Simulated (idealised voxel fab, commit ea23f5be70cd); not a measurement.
This section sets out a process module, namely voxel ribs on slabs.
Section cut is 145 nm wide and gridded with 5 nm square cells.
Throughout this document, each cross-section is represented as a grid of square cells and is presented as a sequence of bands enumerated from the top downward, where a band comprises one or more rows of cells. The entry gives the band's vertical extent as a top height and a bottom height in nm, then its horizontal make-up as materials from left to right, each with a width in nm. "blank" stands for empty space; a single material marked "full width" fills the band edge to edge. Ref level 0: as-received wafer is one material below here. Bottom band extends down with no lower bound ("0 -> down"). Per-row width for "30 to 40": begins at first number (top row of band), ends at second number (bottom row), increment between rows held constant. You'll sometimes find "remained unchanged" written for a step, and that's the way of saying that nowhere in the cross-section did a cell change during that step. The list in "closed voids" covers empty spaces of 8 cells or more that cannot reach the top through any open way, and it gives each as width x height at distance; the distance is from the left edge, and width, height and distance are in nm. Step line, after settings: the simulator's comment on this step. When a step includes a mask, the "overlay nm" setting on its line states how far to the right of its planned place that mask lay, and negative values state how far to the left.

The planned process steps are enumerated hereunder
- 1: RECEIVE: material Si
- 2: DIRECTIONAL_DEP: material SiO2, thk nm 25
- 3: DIRECTIONAL_DEP: material polySi, thk nm 15
- 4: DIRECTIONAL_DEP: material aC, thk nm 10
- 5: PATTERN: tone cover, mask id RIB, material resist, width nm 15, thk nm 30, overlay nm 0
- 6: DIRECTIONAL_ETCH: etch materials aC, depth nm 10
- 7: STRIP: etch materials resist
- 8: DIRECTIONAL_ETCH: etch materials polySi, depth nm 10
- 9: STRIP: etch materials aC
- 10: MASKED_ETCH: tone cover, mask id SLAB, width nm 55, etch materials polySi, depth nm 5, overlay nm 0
- 11: FILL_DEP: material SiO2, thk nm 25
- 12: CMP: height nm 55
- 13: DIRECTIONAL_DEP: material TiN, thk nm 10
- 14: PATTERN: tone cover, mask id HEATER, material resist, width nm 15, thk nm 20, overlay nm 0
- 15: DIRECTIONAL_ETCH: etch materials TiN, depth nm 10
- 16: STRIP: etch materials resist
- 17: CONFORMAL_DEP: material SiO2, thk nm 5
The wafers are alike at the start. At step 14, their width nm differs. The plan lists the first wafer's value.

As-received cross-section, first of several wafers, post step 1
- 0 -> down: Si full width
- closed voids: none

Cross-section after step 17, the final step of the module, for the first of several wafers
- 70 -> 65: blank 60 | SiO2 25 | blank 60
- 65 -> 60: blank 60 | SiO2 5 | TiN 15 | SiO2 5 | blank 60
- 60 -> 55: SiO2 65 | TiN 15 | SiO2 65
- 55 -> 40: SiO2 full width
- 40 -> 30: SiO2 65 | polySi 15 | SiO2 65
- 30 -> 25: SiO2 45 | polySi 55 | SiO2 45
- 25 -> 0: SiO2 full width
- 0 -> down: Si full width
- closed voids: none

Of the several wafers, the last: cross-section at the end of the module
- 70 -> 65: blank 50 | SiO2 50 | blank 45
- 65 -> 60: blank 50 | SiO2 5 | TiN 40 | SiO2 5 | blank 45
- 60 -> 55: SiO2 55 | TiN 40 | SiO2 50
- 55 -> 40: SiO2 full width
- 40 -> 30: SiO2 65 | polySi 15 | SiO2 65
- 30 -> 25: SiO2 45 | polySi 55 | SiO2 45
- 25 -> 0: SiO2 full width
- 0 -> down: Si full width
- closed voids: none

Gained (+) or lost (-) cells of each material since receipt, then closed voids: one row per wafer, at the end of the module
width nm 15; +335 SiO2; +6 TiN; +17 polySi; closed voids: none
width nm 20; +335 SiO2; +8 TiN; +17 polySi; closed voids: none
width nm 25; +335 SiO2; +10 TiN; +17 polySi; closed voids: none
width nm 30; +335 SiO2; +12 TiN; +17 polySi; closed voids: none
width nm 35; +335 SiO2; +14 TiN; +17 polySi; closed voids: none
width nm 40; +335 SiO2; +16 TiN; +17 polySi; closed voids: none
